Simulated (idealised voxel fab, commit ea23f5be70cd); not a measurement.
Name of the process module below: voxel gate over fins
The figure presents cross-section cut, which has a width of 265 nm and is divided into square cells with an edge length of 5 nm.
Square cells in a grid make up a cross-section in this document, and the grid is given as bands, listed from the top down, each one or more rows of cells. In this notation a band is specified by the heights of its top and bottom, in that order and in nm, after which its materials appear from left to right, each paired with its width in nm. The word "full width" attached to a single material means that material fills the band from edge to edge; the word "empty" stands for empty space. Convention: height 0 is the level below which the wafer, as received, is all one material. The lowest band does not terminate at the bottom but continues downward, represented as "0 -> down". So if you see something like "30 to 40" for the width, read it as the top row of the band sitting at the first number and the bottom row at the second, with every row in between moving by the same amount as the last. What does "nothing altered" mean for a step? It means no cell of the cross-section changed in that step. "Fully closed voids" lists enclosed empty spaces (at least 8 cells, no open path upward to the top), each as width x height at distance from the left edge, in nm. Past the settings on a step's line: simulator remark, on that step. overlay nm: step with mask; distance mask lay right of planned place; negative value = left of planned place.

Plan
- 1: op RECEIVE | material Si
- 2: op CONFORMAL_DEP | material SiN | thk nm 10
- 3: op DIRECTIONAL_DEP | material aC | thk nm 10
- 4: op PATTERN | tone cover | mask id FINS | material resist | width nm 15 | pitch nm 50 | thk nm 30 | overlay nm 0
- 5: op DIRECTIONAL_ETCH | etch materials aC | depth nm 10
- 6: op STRIP | etch materials resist
- 7: op DIRECTIONAL_ETCH | etch materials SiN | depth nm 10
- 8: op DIRECTIONAL_ETCH | etch materials Si | depth nm 30
- 9: op STRIP | etch materials aC
- 10: op FILL_DEP | material SiO2 | thk nm 10
- 11: op CMP | height nm 10
- 12: op PATTERN | tone open | mask id RAIL | material resist | width nm 15 | thk nm 20 | overlay nm 0
- 13: op DIRECTIONAL_ETCH | etch materials SiO2 | depth nm 35
- 14: op STRIP | etch materials resist
- 15: op CONFORMAL_DEP | material TiN | thk nm 5
- 16: op FILL_DEP | material W | thk nm 10
- 17: op CMP | height nm 10
- 18: op SELECTIVE_ETCH | etch materials W Ru TiN | depth nm 25
- 19: op FILL_DEP | material SiO2 | thk nm 5
- 20: op CMP | height nm 10
- 21: op SELECTIVE_ETCH | etch materials SiO2 | depth nm 20
- 22: op STRIP | etch materials SiN
- 23: op CONFORMAL_DEP | material HfO2 | thk nm 5
- 24: op CONFORMAL_DEP | material TiN | thk nm 5
- 25: op FILL_DEP | material W | thk nm 15
- 26: op CMP | height nm 20
- 27: op CONFORMAL_DEP | material SiCN | thk nm 5
Variable across wafers: step 15 thk nm (plan value is that of the first wafer; starting state common to all).

The as-received cross-section of the first of several wafers corresponds to the state after step 1
> 0 -> down: Si full width
> Fully closed voids: none

Quick look at the cross-section of the first of several wafers after step 27, which wraps up the module
> 25 -> 20: SiCN full width
> 20 -> 10: W full width
> 10 -> 5: 90 of W | 35 of TiN | 15 of W | 35 of TiN | 90 of W
> 5 -> 0: 90 of W | 5 of TiN | 25 of HfO2 | 5 of TiN | 15 of W | 5 of TiN | 25 of HfO2 | 5 of TiN | 90 of W
> 0 -> -5: 95 of TiN | 5 of HfO2 | 15 of Si | 5 of HfO2 | 25 of TiN | 5 of HfO2 | 15 of Si | 5 of HfO2 | 95 of TiN
> -5 -> -10: 100 of HfO2 | 15 of Si | 35 of HfO2 | 15 of Si | 100 of HfO2
> -10 -> -15: 100 of SiO2 | 15 of Si | 35 of SiO2 | 15 of Si | 100 of SiO2
> -15 -> -20: 100 of SiO2 | 15 of Si | 10 of SiO2 | 5 of TiN | 5 of W | 5 of TiN | 10 of SiO2 | 15 of Si | 100 of SiO2
> -20 -> -25: 100 of SiO2 | 15 of Si | 10 of SiO2 | 15 of TiN | 10 of SiO2 | 15 of Si | 100 of SiO2
> -25 -> -30: 100 of SiO2 | 15 of Si | 35 of SiO2 | 15 of Si | 100 of SiO2
> -30 -> down: Si full width
> Fully closed voids: none

End of module, last wafer sectioned
> 25 -> 20: SiCN full width
> 20 -> 10: W full width
> 10 -> 5: 90 of W | 35 of TiN | 15 of W | 35 of TiN | 90 of W
> 5 -> 0: 90 of W | 5 of TiN | 25 of HfO2 | 5 of TiN | 15 of W | 5 of TiN | 25 of HfO2 | 5 of TiN | 90 of W
> 0 -> -5: 95 of TiN | 5 of HfO2 | 15 of Si | 5 of HfO2 | 25 of TiN | 5 of HfO2 | 15 of Si | 5 of HfO2 | 95 of TiN
> -5 -> -10: 100 of HfO2 | 15 of Si | 35 of HfO2 | 15 of Si | 100 of HfO2
> -10 -> -15: 100 of SiO2 | 15 of Si | 35 of SiO2 | 15 of Si | 100 of SiO2
> -15 -> -25: 100 of SiO2 | 15 of Si | 10 of SiO2 | 15 of TiN | 10 of SiO2 | 15 of Si | 100 of SiO2
> -25 -> -30: 100 of SiO2 | 15 of Si | 35 of SiO2 | 15 of Si | 100 of SiO2
> -30 -> down: Si full width
> Fully closed voids: none

End of module, by wafer: material-by-material cell gain (+) or loss (-) since receipt, then closed voids
thk nm 5 | +61 HfO2 | -282 Si | +53 SiCN | +182 SiO2 | +66 TiN | +185 W | Fully closed voids: none
thk nm 10 | +61 HfO2 | -282 Si | +53 SiCN | +182 SiO2 | +67 TiN | +184 W | Fully closed voids: none
thk nm 15 | +61 HfO2 | -282 Si | +53 SiCN | +182 SiO2 | +67 TiN | +184 W | Fully closed voids: none
thk nm 20 | +61 HfO2 | -282 Si | +53 SiCN | +182 SiO2 | +67 TiN | +184 W | Fully closed voids: none
